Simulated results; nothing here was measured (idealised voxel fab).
The process module presented herein is designated voxel self aligned contacts.
Xsec cut, 205 nm wide, square cell size 5 nm.
In what follows, cross-sections appear as grids of square cells, described through bands that run from the top down, where every band is one or more rows of cells.
For a band, the entry starts with two heights in nm, that of the top and then that of the bottom, and carries on with the band's materials in order from left to right, each alongside its width in nm; the word "all across" beside a single material means it fills the band edge to edge, and "air" means empty space.
Zero point of the height axis is 0; under it, received wafer = one material. Lowest band: continues down indefinitely, "0 and below".
So if you see something like "30..40" for the width, read it as the top row of the band sitting at the first number and the bottom row at the second, with every row in between moving by the same amount as the last.
Key: "no alteration" - step with no changed cell in the cross-section.
In "Catalogued sealed voids" the enclosed voids are listed, meaning empty spaces of 8 cells or larger without any opening to the top. The form is width x height at distance, distance from the left edge, units nm.
What comes after the settings on a step's line is commentary from the simulator itself on that step.
overlay nm: step with mask; distance mask lay right of planned place; negative value = left of planned place.

So here's the lineup of process steps we planned
| 1 | RECEIVE, material Si |
| 2 | CONFORMAL_DEP, material SiO2, thk nm 5 |
| 3 | DIRECTIONAL_DEP, material polySi, thk nm 20 |
| 4 | DIRECTIONAL_DEP, material SiN, thk nm 20 |
| 5 | MASKED_ETCH, tone cover, mask id GATE, width nm 25, pitch nm 50, etch materials SiN, depth nm 20, overlay nm 0 |
| 6 | MASKED_ETCH, tone cover, mask id GATE, width nm 25, pitch nm 50, etch materials polySi, depth nm 20, overlay nm 0 |
| 7 | CONFORMAL_DEP, material SiN, thk nm 5 |
| 8 | DIRECTIONAL_ETCH, etch materials SiN, depth nm 5 |
| 9 | FILL_DEP, material SiO2, thk nm 15 |
| 10 | CMP, height nm 50 |
| 11 | PATTERN, tone open, mask id CONTACT, material resist, width nm 35, pitch nm 50, thk nm 15, overlay nm 0 |
| 12 | DIRECTIONAL_ETCH, etch materials SiO2, depth nm 50 |
| 13 | STRIP, etch materials resist |
| 14 | CONFORMAL_DEP, material TiN, thk nm 5 |
| 15 | FILL_DEP, material W, thk nm 10 |
| 16 | CMP, height nm 50 |
| 17 | CONFORMAL_DEP, material SiCN, thk nm 5 |

As received (post step 1): cross-section
* 0 and below | Si all across
* Catalogued sealed voids: none

The following cross-section depicts the wafer upon conclusion of the module. Processing commenced from the starting condition illustrated above and adhered to the plan illustrated above, save for one mistake in execution
* 55 down to 50 | SiCN all across
* 50 down to 45 | SiO2 60 nm  TiN 35 nm  SiO2 15 nm  TiN 35 nm  SiO2 60 nm
* 45 down to 25 | SiN 45 nm  SiO2 15 nm  SiN 35 nm  SiO2 15 nm  SiN 35 nm  SiO2 15 nm  SiN 45 nm
* 25 down to 5 | polySi all across
* 5 down to 0 | SiO2 all across
* 0 and below | Si all across
* Catalogued sealed voids: none
Which mistake was made when the wafer was run? step 5 changed vs plan, executed as MASKED_ETCH, tone open, mask id GATE, width nm 25, pitch nm 50, etch materials SiN, depth nm 20, overlay nm 0
